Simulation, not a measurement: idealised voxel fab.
The document below concerns the process module designated voxel double patterning.
We display cut, a cross-section 245 nm in width whose square cells are each 5 nm.
We lay out every cross-section as a grid of square cells and spell it out in bands from the top down, where one band means one or more rows of cells. Quick guide to a band line: top height, bottom height (nm) up front; then every material left to right with its width in nm. Only one material and it's marked "all across"? Then it fills the band edge to edge. And "empty" just means empty space. Heights are reckoned from 0. Under this level, the received wafer is all of one material. The bottommost band is open-ended downward, for example "0 nm and below". The expression "30 to 40" gives the width at the extremes of the band, the first number at its top row of cells and the second at its bottom row, with the width changing by equal amounts from each row to the next in between. Any step labelled "changes: none" changed none of the cells in the cross-section. In "Enclosed internal cavities" the enclosed voids are listed, meaning empty spaces of 8 cells or larger without any opening to the top. The form is width x height at distance, distance from the left edge, units nm. Note: text after step settings on the step line = simulator remark on that step. overlay nm: step with mask; distance mask lay right of planned place; negative value = left of planned place.

**Planned process steps**
1) RECEIVE with material Si
2) CONFORMAL_DEP with material SiO2, thk nm 10
3) DIRECTIONAL_DEP with material W, thk nm 15
4) DIRECTIONAL_DEP with material SiN, thk nm 5
5) PATTERN with tone open, mask id FIRST, material resist, width nm 15, pitch nm 50, thk nm 20, overlay nm 0
6) DIRECTIONAL_ETCH with etch materials SiN, depth nm 5
7) STRIP with etch materials resist
8) MASKED_ETCH with tone open, mask id SECOND, width nm 15, etch materials SiN, depth nm 5, overlay nm 0
9) DIRECTIONAL_ETCH with etch materials W, depth nm 15
10) STRIP with etch materials SiN

**The first of two wafers, run as planned**

**Incoming wafer in cross-section (state: after step 1)**
    0 nm and below  Si all across
    Enclosed internal cavities: none

**After step 2: wafer cross-section**
    10 nm to 0 nm  SiO2 all across
    Under 0: no change, same as before.

**After step 3: wafer cross-section**
    25 nm to 10 nm  W all across
    Under 10: no change, same as before.

**After step 4: wafer cross-section**
    30 nm to 25 nm  SiN all across
    Under 25: no change, same as before.

**After step 5: wafer cross-section**
    50 nm to 30 nm  resist 90 | empty 15 | resist 35 | empty 15 | resist 90
    Under 30: no change, same as before.

**After step 6: wafer cross-section**
    50 nm to 30 nm  resist 90 | empty 15 | resist 35 | empty 15 | resist 90
    30 nm to 25 nm  SiN 90 | empty 15 | SiN 35 | empty 15 | SiN 90
    Under 25: no change, same as before.

**After step 7: wafer cross-section**
    30 nm to 25 nm  SiN 90 | empty 15 | SiN 35 | empty 15 | SiN 90
    Under 25: no change, same as before.

**After step 8: wafer cross-section**
    30 nm to 25 nm  SiN 90 | empty 15 | SiN 10 | empty 15 | SiN 10 | empty 15 | SiN 90
    Under 25: no change, same as before.

**After step 9: wafer cross-section**
    30 nm to 25 nm  SiN 90 | empty 15 | SiN 10 | empty 15 | SiN 10 | empty 15 | SiN 90
    25 nm to 10 nm  W 90 | empty 15 | W 10 | empty 15 | W 10 | empty 15 | W 90
    Under 10: no change, same as before.

**After step 10: wafer cross-section**
    25 nm to 10 nm  W 90 | empty 15 | W 10 | empty 15 | W 10 | empty 15 | W 90
    Under 10: no change, same as before.

**second wafer: like start, like plan, one mistake. Through step 4 it matches the first wafer**

**What the second wafer looks like in cross-section when step 5 should have wrapped up**
    50 nm to 30 nm  resist 90 | empty 20 | resist 30 | empty 20 | resist 85
    Under 30: no change, same as before.

**What the second wafer looks like in cross-section when step 6 should have wrapped up**
    50 nm to 30 nm  resist 90 | empty 20 | resist 30 | empty 20 | resist 85
    30 nm to 25 nm  SiN 90 | empty 20 | SiN 30 | empty 20 | SiN 85
    Under 25: no change, same as before.

**What the second wafer looks like in cross-section when step 7 should have wrapped up**
    30 nm to 25 nm  SiN 90 | empty 20 | SiN 30 | empty 20 | SiN 85
    Under 25: no change, same as before.

**What the second wafer looks like in cross-section when step 8 should have wrapped up**
    30 nm to 25 nm  SiN 90 | empty 20 | SiN 5 | empty 15 | SiN 10 | empty 20 | SiN 85
    Under 25: no change, same as before.

**What the second wafer looks like in cross-section when step 9 should have wrapped up**
    30 nm to 25 nm  SiN 90 | empty 20 | SiN 5 | empty 15 | SiN 10 | empty 20 | SiN 85
    25 nm to 10 nm  W 90 | empty 20 | W 5 | empty 15 | W 10 | empty 20 | W 85
    Under 10: no change, same as before.

**What the second wafer looks like in cross-section when step 10 should have wrapped up**
    25 nm to 10 nm  W 90 | empty 20 | W 5 | empty 15 | W 10 | empty 20 | W 85
    Under 10: no change, same as before.
Error vs. plan: not per plan at step 5, really ran PATTERN with tone open, mask id FIRST, material resist, width nm 20, pitch nm 50, thk nm 20, overlay nm 0
Wrapping up, a cell-based count of both wafers puts the second over or under the first for these materials: W -6
